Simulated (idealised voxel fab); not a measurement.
Name of the process module below: voxel capacitor over wiring
Xsec cut, 300 nm wide, square cell size 5 nm.
Just so we're on the same page, the cross-sections are grids of square cells, and they're listed out in bands top to bottom, each band one or more rows deep. Look at the band entry: it leads with the top's height and the bottom's height in nm. Then it lists the materials left to right, with a width in nm for each. The word "edge to edge" on a single material says that material fills the band edge to edge. The word "blank" is empty space. Heights are expressed relative to 0, this being the level below which the as-received wafer comprises one material exclusively. The lowest band is unbounded in the downward direction and is denoted as in "top 0, no bottom". The expression "30->40" gives the width at the extremes of the band, the first number at its top row of cells and the second at its bottom row, with the width changing by equal amounts from each row to the next in between. Step marked "stayed the same"? Then no cell in the cross-section changed in it. If an empty space has no open way to the top and is at least 8 cells in size, "Closed void register" lists it, written width x height at distance, where distance is measured from the left edge and every value is in nm. It should be noted that, on the line of a given step, the content following the step's settings is a remark produced by the simulator itself with respect to that step. The line of a step may include "overlay nm". On a step with a mask, this value is how far to the right of its planned place the mask lay. A negative value means the mask lay to the left.
# The steps planned for the process are as follows
1 RECEIVE [material Si]
2 CONFORMAL_DEP [material SiO2] [thk nm 15]
3 CONFORMAL_DEP [material SiN] [thk nm 5]
4 DIRECTIONAL_DEP [material SiO2] [thk nm 15]
5 PATTERN [tone open] [mask id METAL_1] [material resist] [width nm 25] [pitch nm 85] [thk nm 20] [overlay nm 0]
6 DIRECTIONAL_ETCH [etch materials SiO2] [depth nm 15]
7 DIRECTIONAL_ETCH [etch materials SiN] [depth nm 5]
8 STRIP [etch materials resist]
9 CONFORMAL_DEP [material TiN] [thk nm 5]
10 FILL_DEP [material Cu] [thk nm 5]
11 CMP [height nm 35]
12 EPI [material Ru] [thk nm 5]
13 FILL_DEP [material SiCN] [thk nm 5]
14 DIRECTIONAL_DEP [material SiO2] [thk nm 20]
15 PATTERN [tone open] [mask id PLUG_1] [material resist] [width nm 15] [thk nm 15] [overlay nm 0]
16 DIRECTIONAL_ETCH [etch materials SiO2] [depth nm 20]
17 DIRECTIONAL_ETCH [etch materials SiCN] [depth nm 5]
18 STRIP [etch materials resist]
19 CONFORMAL_DEP [material TiN] [thk nm 5]
20 FILL_DEP [material W] [thk nm 5]
21 CMP [height nm 65]
22 DIRECTIONAL_DEP [material TiN] [thk nm 5]
23 DIRECTIONAL_DEP [material SiN] [thk nm 5]
24 DIRECTIONAL_DEP [material TiN] [thk nm 5]
25 DIRECTIONAL_DEP [material aC] [thk nm 15]
26 PATTERN [tone cover] [mask id UPPER_PLATE] [material resist] [width nm 65] [thk nm 35] [overlay nm 0]
27 DIRECTIONAL_ETCH [etch materials aC] [depth nm 15]
28 STRIP [etch materials resist]
29 DIRECTIONAL_ETCH [etch materials TiN] [depth nm 5]
30 DIRECTIONAL_ETCH [etch materials SiN] [depth nm 5]
31 STRIP [etch materials aC]
32 MASKED_ETCH [tone cover] [mask id LOWER_PLATE] [width nm 75] [etch materials TiN] [depth nm 5] [overlay nm 0]
33 FILL_DEP [material SiO2] [thk nm 20]
34 CMP [height nm 95]
35 PATTERN [tone open] [mask id PLUG_2] [material resist] [width nm 15] [thk nm 20] [overlay nm 0]
36 DIRECTIONAL_ETCH [etch materials SiO2] [depth nm 15]
37 STRIP [etch materials resist]
38 CONFORMAL_DEP [material TiN] [thk nm 5]
39 FILL_DEP [material W] [thk nm 5]
40 CMP [height nm 95]
41 CONFORMAL_DEP [material SiN] [thk nm 5]
# So, the first of our two wafers, run just as we planned it
# Received-state cross-section, reflecting completion of step 1
top 0, no bottom  Si edge to edge
Closed void register: none
# Wafer after step 2 (cross-section)
top 15, bottom 0  SiO2 edge to edge
Under 0: no change, same as before.
# Wafer after step 3 (cross-section)
top 20, bottom 15  SiN edge to edge
Under 15: no change, same as before.
# Wafer after step 4 (cross-section)
top 35, bottom 20  SiO2 edge to edge
Under 20: no change, same as before.
# Wafer after step 5 (cross-section)
top 55, bottom 35  95 resist, 25 blank, 60 resist, 25 blank, 95 resist
Under 35: no change, same as before.
# Wafer after step 6 (cross-section)
top 55, bottom 35  95 resist, 25 blank, 60 resist, 25 blank, 95 resist
top 35, bottom 20  95 SiO2, 25 blank, 60 SiO2, 25 blank, 95 SiO2
Under 20: no change, same as before.
# Wafer after step 7 (cross-section)
top 55, bottom 35  95 resist, 25 blank, 60 resist, 25 blank, 95 resist
top 35, bottom 20  95 SiO2, 25 blank, 60 SiO2, 25 blank, 95 SiO2
top 20, bottom 15  95 SiN, 25 blank, 60 SiN, 25 blank, 95 SiN
Under 15: no change, same as before.
# Wafer after step 8 (cross-section)
top 35, bottom 20  95 SiO2, 25 blank, 60 SiO2, 25 blank, 95 SiO2
Under 20: no change, same as before.
# Wafer after step 9 (cross-section)
top 40, bottom 35  100 TiN, 15 blank, 70 TiN, 15 blank, 100 TiN
top 35, bottom 20  95 SiO2, 5 TiN, 15 blank, 5 TiN, 60 SiO2, 5 TiN, 15 blank, 5 TiN, 95 SiO2
top 20, bottom 15  95 SiN, 25 TiN, 60 SiN, 25 TiN, 95 SiN
Under 15: no change, same as before.
# Wafer after step 10 (cross-section)
top 45, bottom 40  Cu edge to edge
top 40, bottom 35  100 TiN, 15 Cu, 70 TiN, 15 Cu, 100 TiN
top 35, bottom 20  95 SiO2, 5 TiN, 15 Cu, 5 TiN, 60 SiO2, 5 TiN, 15 Cu, 5 TiN, 95 SiO2
Under 20: no change, same as before.
# Wafer after step 11 (cross-section)
top 35, bottom 20  95 SiO2, 5 TiN, 15 Cu, 5 TiN, 60 SiO2, 5 TiN, 15 Cu, 5 TiN, 95 SiO2
Under 20: no change, same as before.
# Wafer after step 12 (cross-section)
top 40, bottom 35  90 blank, 35 Ru, 50 blank, 35 Ru, 90 blank
Under 35: no change, same as before.
# Wafer after step 13 (cross-section)
top 45, bottom 40  SiCN edge to edge
top 40, bottom 35  90 SiCN, 35 Ru, 50 SiCN, 35 Ru, 90 SiCN
Under 35: no change, same as before.
# Wafer after step 14 (cross-section)
top 65, bottom 45  SiO2 edge to edge
Under 45: no change, same as before.
# Wafer after step 15 (cross-section)
top 80, bottom 65  105 resist, 15 blank, 180 resist
Under 65: no change, same as before.
# Wafer after step 16 (cross-section)
top 80, bottom 65  105 resist, 15 blank, 180 resist
top 65, bottom 45  105 SiO2, 15 blank, 180 SiO2
Under 45: no change, same as before.
# Wafer after step 17 (cross-section)
top 80, bottom 65  105 resist, 15 blank, 180 resist
top 65, bottom 45  105 SiO2, 15 blank, 180 SiO2
top 45, bottom 40  105 SiCN, 15 blank, 180 SiCN
Under 40: no change, same as before.
# Wafer after step 18 (cross-section)
top 65, bottom 45  105 SiO2, 15 blank, 180 SiO2
Under 45: no change, same as before.
# Wafer after step 19 (cross-section)
top 70, bottom 65  110 TiN, 5 blank, 185 TiN
top 65, bottom 45  105 SiO2, 5 TiN, 5 blank, 5 TiN, 180 SiO2
top 45, bottom 40  105 SiCN, 15 TiN, 180 SiCN
Under 40: no change, same as before.
# Wafer after step 20 (cross-section)
top 75, bottom 70  W edge to edge
top 70, bottom 65  110 TiN, 5 W, 185 TiN
top 65, bottom 45  105 SiO2, 5 TiN, 5 W, 5 TiN, 180 SiO2
Under 45: no change, same as before.
# Wafer after step 21 (cross-section)
top 65, bottom 45  105 SiO2, 5 TiN, 5 W, 5 TiN, 180 SiO2
Under 45: no change, same as before.
# Wafer after step 22 (cross-section)
top 70, bottom 65  TiN edge to edge
Under 65: no change, same as before.
# Wafer after step 23 (cross-section)
top 75, bottom 70  SiN edge to edge
Under 70: no change, same as before.
# Wafer after step 24 (cross-section)
top 80, bottom 75  TiN edge to edge
Under 75: no change, same as before.
# Wafer after step 25 (cross-section)
top 95, bottom 80  aC edge to edge
Under 80: no change, same as before.
# Wafer after step 26 (cross-section)
top 130, bottom 95  105 blank, 65 resist, 130 blank
Under 95: no change, same as before.
# Wafer after step 27 (cross-section)
top 115, bottom 95  105 blank, 65 resist, 130 blank
top 95, bottom 80  105 blank, 65 aC, 130 blank
Under 80: no change, same as before.
# Wafer after step 28 (cross-section)
top 95, bottom 80  105 blank, 65 aC, 130 blank
Under 80: no change, same as before.
# Wafer after step 29 (cross-section)
top 95, bottom 80  105 blank, 65 aC, 130 blank
top 80, bottom 75  105 blank, 65 TiN, 130 blank
Under 75: no change, same as before.
# Wafer after step 30 (cross-section)
top 95, bottom 80  105 blank, 65 aC, 130 blank
top 80, bottom 75  105 blank, 65 TiN, 130 blank
top 75, bottom 70  105 blank, 65 SiN, 130 blank
Under 70: no change, same as before.
# Wafer after step 31 (cross-section)
top 80, bottom 75  105 blank, 65 TiN, 130 blank
Under 75: no change, same as before.
# Wafer after step 32 (cross-section)
top 80, bottom 75  105 blank, 65 TiN, 130 blank
top 75, bottom 70  105 blank, 65 SiN, 130 blank
top 70, bottom 65  100 blank, 75 TiN, 125 blank
Under 65: no change, same as before.
# Wafer after step 33 (cross-section)
top 100, bottom 80  SiO2 edge to edge
top 80, bottom 75  105 SiO2, 65 TiN, 130 SiO2
top 75, bottom 70  105 SiO2, 65 SiN, 130 SiO2
top 70, bottom 65  100 SiO2, 75 TiN, 125 SiO2
Under 65: no change, same as before.
# Wafer after step 34 (cross-section)
top 95, bottom 80  SiO2 edge to edge
Under 80: no change, same as before.
# Wafer after step 35 (cross-section)
top 115, bottom 95  115 resist, 15 blank, 170 resist
Under 95: no change, same as before.
# Wafer after step 36 (cross-section)
top 115, bottom 95  115 resist, 15 blank, 170 resist
top 95, bottom 80  115 SiO2, 15 blank, 170 SiO2
Under 80: no change, same as before.
# Wafer after step 37 (cross-section)
top 95, bottom 80  115 SiO2, 15 blank, 170 SiO2
Under 80: no change, same as before.
# Wafer after step 38 (cross-section)
top 100, bottom 95  120 TiN, 5 blank, 175 TiN
top 95, bottom 85  115 SiO2, 5 TiN, 5 blank, 5 TiN, 170 SiO2
top 85, bottom 75  115->105 SiO2, 15->65 TiN, 170->130 SiO2
Under 75: no change, same as before.
# Wafer after step 39 (cross-section)
top 105, bottom 100  W edge to edge
top 100, bottom 95  120 TiN, 5 W, 175 TiN
top 95, bottom 85  115 SiO2, 5 TiN, 5 W, 5 TiN, 170 SiO2
Under 85: no change, same as before.
# Wafer after step 40 (cross-section)
top 95, bottom 85  115 SiO2, 5 TiN, 5 W, 5 TiN, 170 SiO2
Under 85: no change, same as before.
# Wafer after step 41 (cross-section)
top 100, bottom 95  SiN edge to edge
Under 95: no change, same as before.
# It is to be noted that the second wafer proceeded from the same initial state and according to the same plan as the first, although one mistake was committed in its execution; through step 12, inclusive, the two wafers share an identical history
# Cross-section of the second wafer when, according to plan, step 13 should have finished
top 60, bottom 55  90 blank, 35 SiO2, 50 blank, 35 SiO2, 90 blank
top 55, bottom 40  SiO2 edge to edge
top 40, bottom 35  90 SiO2, 35 Ru, 50 SiO2, 35 Ru, 90 SiO2
Under 35: no change, same as before.
# Cross-section of the second wafer when, according to plan, step 14 should have finished
top 65, bottom 60  SiCN edge to edge
top 60, bottom 55  90 SiCN, 35 SiO2, 50 SiCN, 35 SiO2, 90 SiCN
Under 55: no change, same as before.
# Cross-section of the second wafer when, according to plan, step 15 should have finished
top 80, bottom 65  105 resist, 15 blank, 180 resist
Under 65: no change, same as before.
Cross-section of the second wafer when, according to plan, step 16 should have finished: stayed the same
# Cross-section of the second wafer when, according to plan, step 17 should have finished
top 80, bottom 65  105 resist, 15 blank, 180 resist
top 65, bottom 60  105 SiCN, 15 blank, 180 SiCN
Under 60: no change, same as before.
# Cross-section of the second wafer when, according to plan, step 18 should have finished
top 65, bottom 60  105 SiCN, 15 blank, 180 SiCN
Under 60: no change, same as before.
# Cross-section of the second wafer when, according to plan, step 19 should have finished
top 70, bottom 65  110 TiN, 5 blank, 185 TiN
top 65, bottom 60  105 SiCN, 15 TiN, 180 SiCN
Under 60: no change, same as before.
# Cross-section of the second wafer when, according to plan, step 20 should have finished
top 75, bottom 70  W edge to edge
top 70, bottom 65  110 TiN, 5 W, 185 TiN
Under 65: no change, same as before.
# Cross-section of the second wafer when, according to plan, step 21 should have finished
top 65, bottom 60  105 SiCN, 15 TiN, 180 SiCN
Under 60: no change, same as before.
# Cross-section of the second wafer when, according to plan, step 22 should have finished
top 70, bottom 65  TiN edge to edge
Under 65: no change, same as before.
# Cross-section of the second wafer when, according to plan, step 23 should have finished
top 75, bottom 70  SiN edge to edge
Under 70: no change, same as before.
# Cross-section of the second wafer when, according to plan, step 24 should have finished
top 80, bottom 75  TiN edge to edge
Under 75: no change, same as before.
# Cross-section of the second wafer when, according to plan, step 25 should have finished
top 95, bottom 80  aC edge to edge
Under 80: no change, same as before.
# Cross-section of the second wafer when, according to plan, step 26 should have finished
top 130, bottom 95  105 blank, 65 resist, 130 blank
Under 95: no change, same as before.
# Cross-section of the second wafer when, according to plan, step 27 should have finished
top 115, bottom 95  105 blank, 65 resist, 130 blank
top 95, bottom 80  105 blank, 65 aC, 130 blank
Under 80: no change, same as before.
# Cross-section of the second wafer when, according to plan, step 28 should have finished
top 95, bottom 80  105 blank, 65 aC, 130 blank
Under 80: no change, same as before.
# Cross-section of the second wafer when, according to plan, step 29 should have finished
top 95, bottom 80  105 blank, 65 aC, 130 blank
top 80, bottom 75  105 blank, 65 TiN, 130 blank
Under 75: no change, same as before.
# Cross-section of the second wafer when, according to plan, step 30 should have finished
top 95, bottom 80  105 blank, 65 aC, 130 blank
top 80, bottom 75  105 blank, 65 TiN, 130 blank
top 75, bottom 70  105 blank, 65 SiN, 130 blank
Under 70: no change, same as before.
# Cross-section of the second wafer when, according to plan, step 31 should have finished
top 80, bottom 75  105 blank, 65 TiN, 130 blank
Under 75: no change, same as before.
# Cross-section of the second wafer when, according to plan, step 32 should have finished
top 80, bottom 75  105 blank, 65 TiN, 130 blank
top 75, bottom 70  105 blank, 65 SiN, 130 blank
top 70, bottom 65  100 blank, 75 TiN, 125 blank
Under 65: no change, same as before.
# Cross-section of the second wafer when, according to plan, step 33 should have finished
top 100, bottom 80  SiO2 edge to edge
top 80, bottom 75  105 SiO2, 65 TiN, 130 SiO2
top 75, bottom 70  105 SiO2, 65 SiN, 130 SiO2
top 70, bottom 65  100 SiO2, 75 TiN, 125 SiO2
Under 65: no change, same as before.
# Cross-section of the second wafer when, according to plan, step 34 should have finished
top 95, bottom 80  SiO2 edge to edge
Under 80: no change, same as before.
# Cross-section of the second wafer when, according to plan, step 35 should have finished
top 115, bottom 95  115 resist, 15 blank, 170 resist
Under 95: no change, same as before.
# Cross-section of the second wafer when, according to plan, step 36 should have finished
top 115, bottom 95  115 resist, 15 blank, 170 resist
top 95, bottom 80  115 SiO2, 15 blank, 170 SiO2
Under 80: no change, same as before.
# Cross-section of the second wafer when, according to plan, step 37 should have finished
top 95, bottom 80  115 SiO2, 15 blank, 170 SiO2
Under 80: no change, same as before.
# Cross-section of the second wafer when, according to plan, step 38 should have finished
top 100, bottom 95  120 TiN, 5 blank, 175 TiN
top 95, bottom 85  115 SiO2, 5 TiN, 5 blank, 5 TiN, 170 SiO2
top 85, bottom 75  115->105 SiO2, 15->65 TiN, 170->130 SiO2
Under 75: no change, same as before.
# Cross-section of the second wafer when, according to plan, step 39 should have finished
top 105, bottom 100  W edge to edge
top 100, bottom 95  120 TiN, 5 W, 175 TiN
top 95, bottom 85  115 SiO2, 5 TiN, 5 W, 5 TiN, 170 SiO2
Under 85: no change, same as before.
# Cross-section of the second wafer when, according to plan, step 40 should have finished
top 95, bottom 85  115 SiO2, 5 TiN, 5 W, 5 TiN, 170 SiO2
Under 85: no change, same as before.
# Cross-section of the second wafer when, according to plan, step 41 should have finished
top 100, bottom 95  SiN edge to edge
Under 95: no change, same as before.
In executing the process, a mistake was made relative to the plan: the processing plan was not followed for steps 13 and 14, which were run with their positions exchanged
It is noted that, at the conclusion of processing, the second wafer exhibits a higher or lower cell count for certain materials relative to the first: 12 more of SiO2; 8 fewer of TiN; 4 fewer of W
